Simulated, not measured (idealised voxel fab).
process module | voxel gate over fins
cross-section cut | 260 nm wide | cells 5 nm
A cross-section is a grid of square cells, given in bands from the top down. A band is one or more rows of cells.
Each band's line starts with the height of the band's top and of its bottom, in nm. Then come its materials from left to right, each with its width in nm. One material with "throughout" fills the band from edge to edge. "air" is empty space.
Height 0 is the level under which the wafer as received is all one material. The lowest band goes on downwards, as in "0 down".
A width such as "30 to 40" changes by the same amount from each row of cells to the next, from the band's top row to its bottom row.
"no change" after a step means that no cell of the cross-section changed.
closed voids: empty space of 8 cells or more with no open way to the top, each as width x height at its distance from the left edge, in nm
after a step's settings: what the simulator itself notes on the step
overlay nm, on a step with a mask: how far to the right of its planned place the mask lay; to the left if negative
plan
1 op RECEIVE | material Si
2 op CONFORMAL_DEP | material SiN | thk nm 5
3 op MASKED_ETCH | tone cover | mask id FINS | width nm 15 | pitch nm 50 | etch materials SiN | depth nm 5 | overlay nm 0
4 op MASKED_ETCH | tone cover | mask id FINS | width nm 15 | pitch nm 50 | etch materials Si | depth nm 35 | overlay nm 0
5 op OXIDIZE | depth nm 5
6 op FILL_DEP | material SiO2 | thk nm 15
7 op CMP | height nm 5
8 op MASKED_ETCH | tone open | mask id RAIL | width nm 15 | etch materials SiO2 | depth nm 35 | overlay nm 0
9 op CONFORMAL_DEP | material TiN | thk nm 5
10 op FILL_DEP | material Ru | thk nm 5
11 op CMP | height nm 5
12 op SELECTIVE_ETCH | etch materials W Ru TiN | depth nm 20
13 op FILL_DEP | material SiO2 | thk nm 5
14 op CMP | height nm 5
15 op SELECTIVE_ETCH | etch materials SiO2 | depth nm 15
16 op STRIP | etch materials SiN
17 op CONFORMAL_DEP | material HfO2 | thk nm 5
18 op CONFORMAL_DEP | material TiN | thk nm 5
19 op CONFORMAL_DEP | material TiAl | thk nm 5
20 op CONFORMAL_DEP | material TiN | thk nm 5
21 op FILL_DEP | material W | thk nm 10
22 op CMP | height nm 25
23 op CONFORMAL_DEP | material SiCN | thk nm 5
varied across the wafers: width nm of step 3. The plan shows the first wafer's value. All wafers start alike
first wafer as received, after step 1
  0 down: Si throughout
  closed voids: none
first wafer at the end, after step 23
  30 to 25: SiCN throughout
  25 to 20: W throughout
  20 to 15: W 30 | TiN 45 | W 5 | TiN 45 | W 5 | TiN 45 | W 5 | TiN 45 | W 35
  15 to 10: W 30 | TiN 5 | TiAl 35 | TiN 5 | W 5 | TiN 5 | TiAl 35 | TiN 5 | W 5 | TiN 5 | TiAl 35 | TiN 5 | W 5 | TiN 5 | TiAl 35 | TiN 5 | W 35
  10 to 5: TiN 35 | TiAl 5 | TiN 25 | TiAl 5 | TiN 15 | TiAl 5 | TiN 25 | TiAl 5 | TiN 15 | TiAl 5 | TiN 25 | TiAl 5 | TiN 15 | TiAl 5 | TiN 25 | TiAl 5 | TiN 40
  5 to 0: TiAl 40 | TiN 5 | HfO2 15 | TiN 5 | TiAl 25 | TiN 5 | HfO2 15 | TiN 5 | TiAl 25 | TiN 5 | HfO2 15 | TiN 5 | TiAl 25 | TiN 5 | HfO2 15 | TiN 5 | TiAl 45
  0 to -5: TiN 45 | HfO2 5 | Si 5 | HfO2 5 | TiN 35 | HfO2 5 | Si 5 | HfO2 5 | TiN 35 | HfO2 5 | Si 5 | HfO2 5 | TiN 35 | HfO2 5 | Si 5 | HfO2 5 | TiN 50
  -5 to -10: HfO2 50 | Si 5 | HfO2 45 | Si 5 | HfO2 45 | Si 5 | HfO2 45 | Si 5 | HfO2 55
  -10 to -15: SiO2 50 | Si 5 | SiO2 45 | Si 5 | SiO2 45 | Si 5 | SiO2 45 | Si 5 | SiO2 55
  -15 to -25: SiO2 50 | Si 5 | SiO2 15 | TiN 5 | Ru 5 | TiN 5 | SiO2 15 | Si 5 | SiO2 45 | Si 5 | SiO2 45 | Si 5 | SiO2 55
  -25 to -30: SiO2 50 | Si 5 | SiO2 15 | TiN 15 | SiO2 15 | Si 5 | SiO2 45 | Si 5 | SiO2 45 | Si 5 | SiO2 55
  -30 to -40: SiO2 50 | Si 5 | SiO2 45 | Si 5 | SiO2 45 | Si 5 | SiO2 45 | Si 5 | SiO2 55
  -40 down: Si throughout
  closed voids: none
last wafer at the end
  30 to 25: SiCN throughout
  25 to 20: W throughout
  20 to 15: W 25 | TiN 210 | W 25
  15 to 10: W 25 | TiN 5 | TiAl 200 | TiN 5 | W 25
  10 to 5: TiN 30 | TiAl 5 | TiN 40 | TiAl 10 | TiN 40 | TiAl 10 | TiN 40 | TiAl 10 | TiN 40 | TiAl 5 | TiN 30
  5 to 0: TiAl 35 | TiN 5 | HfO2 30 | TiN 5 | TiAl 10 | TiN 5 | HfO2 30 | TiN 5 | TiAl 10 | TiN 5 | HfO2 30 | TiN 5 | TiAl 10 | TiN 5 | HfO2 30 | TiN 5 | TiAl 35
  0 to -5: TiN 40 | HfO2 5 | Si 20 | HfO2 5 | TiN 20 | HfO2 5 | Si 20 | HfO2 5 | TiN 20 | HfO2 5 | Si 20 | HfO2 5 | TiN 20 | HfO2 5 | Si 20 | HfO2 5 | TiN 40
  -5 to -10: HfO2 45 | Si 20 | HfO2 30 | Si 20 | HfO2 30 | Si 20 | HfO2 30 | Si 20 | HfO2 45
  -10 to -15: SiO2 45 | Si 20 | SiO2 30 | Si 20 | SiO2 30 | Si 20 | SiO2 30 | Si 20 | SiO2 45
  -15 to -25: SiO2 45 | Si 20 | SiO2 5 | TiN 5 | Ru 5 | TiN 5 | SiO2 10 | Si 20 | SiO2 30 | Si 20 | SiO2 30 | Si 20 | SiO2 45
  -25 to -30: SiO2 45 | Si 20 | SiO2 5 | TiN 15 | SiO2 10 | Si 20 | SiO2 30 | Si 20 | SiO2 30 | Si 20 | SiO2 45
  -30 to -40: SiO2 45 | Si 20 | SiO2 30 | Si 20 | SiO2 30 | Si 20 | SiO2 30 | Si 20 | SiO2 45
  -40 down: Si throughout
  closed voids: none
each wafer at the end: cells of each material gained (+) or lost (-) since it was received, then its closed voids
width nm 15 | +68 HfO2 | +2 Ru | -384 Si | +52 SiCN | +279 SiO2 | +68 TiAl | +143 TiN | +84 W | closed voids: none
width nm 20 | +68 HfO2 | +2 Ru | -352 Si | +52 SiCN | +255 SiO2 | +68 TiAl | +143 TiN | +76 W | closed voids: none
width nm 25 | +68 HfO2 | +2 Ru | -320 Si | +52 SiCN | +231 SiO2 | +68 TiAl | +137 TiN | +74 W | closed voids: none
width nm 30 | +68 HfO2 | +2 Ru | -288 Si | +52 SiCN | +207 SiO2 | +68 TiAl | +131 TiN | +72 W | closed voids: none
